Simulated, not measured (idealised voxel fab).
process module | voxel transistor to metal
165 nm wide, 5 nm square cells: that's cross-section cut.
The cross-sections in this document take the form of a grid made of square cells. They are written out as bands, in order from top to bottom. Each band consists of one or more rows of cells.
The band entry comprises the height of the band's top followed by the height of its bottom, expressed in nm, and subsequently the band's materials from left to right, each stated together with its width in nm. Where a single material is marked with the word "full width", that material fills the band from edge to edge. The word "air" represents empty space.
It should be noted that heights are counted from 0, beneath which the wafer as supplied is of one material throughout, and that the lowest band possesses no lower boundary but continues downward, as written in "top 0, no bottom".
A width such as "30->40" changes by the same amount from each row of cells to the next, from the band's top row to its bottom row.
Take "no alterations made" at face value: in the step it is given for, the cross-section changed in none of its cells.
You'll see "Closed void table" listing empty spaces that have no way open to the top, as long as they're 8 cells or more; the notation is width x height at distance, where the distance is from the left edge, and all of it is in nm.
Past the settings on a step's line: simulator remark, on that step.
Among the settings permitted on a step's line is "overlay nm"; applied to a step with a mask, it specifies the extent to which the mask lay to the right of its planned position, whereas a negative figure signifies a position to the left.

[Listed below are the process steps as planned]
1: RECEIVE with material Si
2: CONFORMAL_DEP with material SiO2, thk nm 5
3: CONFORMAL_DEP with material SiN, thk nm 10
4: DIRECTIONAL_DEP with material aC, thk nm 15
5: PATTERN with tone cover, mask id ACTIVE, material resist, width nm 95, thk nm 30, overlay nm 0
6: DIRECTIONAL_ETCH with etch materials aC, depth nm 15
7: STRIP with etch materials resist
8: DIRECTIONAL_ETCH with etch materials SiN, depth nm 10
9: DIRECTIONAL_ETCH with etch materials SiO2, depth nm 5
10: DIRECTIONAL_ETCH with etch materials Si, depth nm 20
11: STRIP with etch materials aC
12: OXIDIZE with depth nm 5
13: FILL_DEP with material SiO2, thk nm 15
14: CMP with height nm 15
15: SELECTIVE_ETCH with etch materials SiO2, depth nm 5
16: STRIP with etch materials SiN
17: SELECTIVE_ETCH with etch materials SiO2, depth nm 5
18: OXIDIZE with depth nm 5
19: DIRECTIONAL_DEP with material polySi, thk nm 20
20: DIRECTIONAL_DEP with material SiCN, thk nm 15
21: PATTERN with tone cover, mask id GATE, material resist, width nm 15, thk nm 20, overlay nm 0
22: DIRECTIONAL_ETCH with etch materials SiCN, depth nm 25
23: DIRECTIONAL_ETCH with etch materials polySi, depth nm 30
24: STRIP with etch materials resist
25: CONFORMAL_DEP with material SiN, thk nm 5
26: DIRECTIONAL_ETCH with etch materials SiN, depth nm 5
27: DIRECTIONAL_ETCH with etch materials SiO2, depth nm 5
28: EPI with material SiGe, thk nm 5
29: FILL_DEP with material SiO2, thk nm 10
30: CMP with height nm 35
31: DIRECTIONAL_DEP with material SiO2, thk nm 10
32: PATTERN with tone open, mask id CONTACT, material resist, width nm 20, pitch nm 65, thk nm 15, overlay nm 0
33: DIRECTIONAL_ETCH with etch materials SiO2, depth nm 45
34: STRIP with etch materials resist
35: CONFORMAL_DEP with material TiN, thk nm 5
36: FILL_DEP with material Ru, thk nm 5
37: CMP with height nm 45
38: DIRECTIONAL_DEP with material TiN, thk nm 5
39: DIRECTIONAL_DEP with material Ru, thk nm 20
40: MASKED_ETCH with tone cover, mask id METAL_1, width nm 20, pitch nm 65, etch materials Ru, depth nm 20, overlay nm 0
41: MASKED_ETCH with tone cover, mask id METAL_1, width nm 20, pitch nm 65, etch materials TiN, depth nm 5, overlay nm 0
42: FILL_DEP with material SiO2, thk nm 10
43: CMP with height nm 70
44: CONFORMAL_DEP with material SiN, thk nm 5

[Here's what the wafer looked like in cross-section when it arrived - that's after step 1]
    top 0, no bottom = Si full width
    Closed void table: none

[End-of-module cross-section. Starting structure and process plan as above; one mistake made in running it]
    top 75, bottom 70 = SiN full width
    top 70, bottom 50 = SiO2 (40) / Ru (20) / SiO2 (45) / Ru (20) / SiO2 (40)
    top 50, bottom 45 = SiO2 (40) / TiN (20) / SiO2 (45) / TiN (20) / SiO2 (40)
    top 45, bottom 35 = SiO2 (40) / TiN (5) / Ru (10) / TiN (5) / SiO2 (45) / TiN (5) / Ru (10) / TiN (5) / SiO2 (40)
    top 35, bottom 25 = SiO2 (40) / TiN (5) / Ru (10) / TiN (5) / SiO2 (10) / SiN (5) / SiCN (15) / SiN (5) / SiO2 (10) / TiN (5) / Ru (10) / TiN (5) / SiO2 (40)
    top 25, bottom 5 = SiO2 (40) / TiN (5) / Ru (10) / TiN (5) / SiO2 (10) / SiN (5) / polySi (15) / SiN (5) / SiO2 (10) / TiN (5) / Ru (10) / TiN (5) / SiO2 (40)
    top 5, bottom 0 = SiO2 (35) / SiN (5) / TiN (20) / SiO2 (45) / TiN (20) / SiN (5) / SiO2 (35)
    top 0, bottom -5 = SiGe (35) / SiO2 (95) / SiGe (35)
    top -5, bottom -25 = Si (30) / SiO2 (105) / Si (30)
    top -25, no bottom = Si full width
    Closed void table: none
Finding, execution versus plan: step 5, actual vs plan mismatch, actual run PATTERN with tone open, mask id ACTIVE, material resist, width nm 95, thk nm 30, overlay nm 0
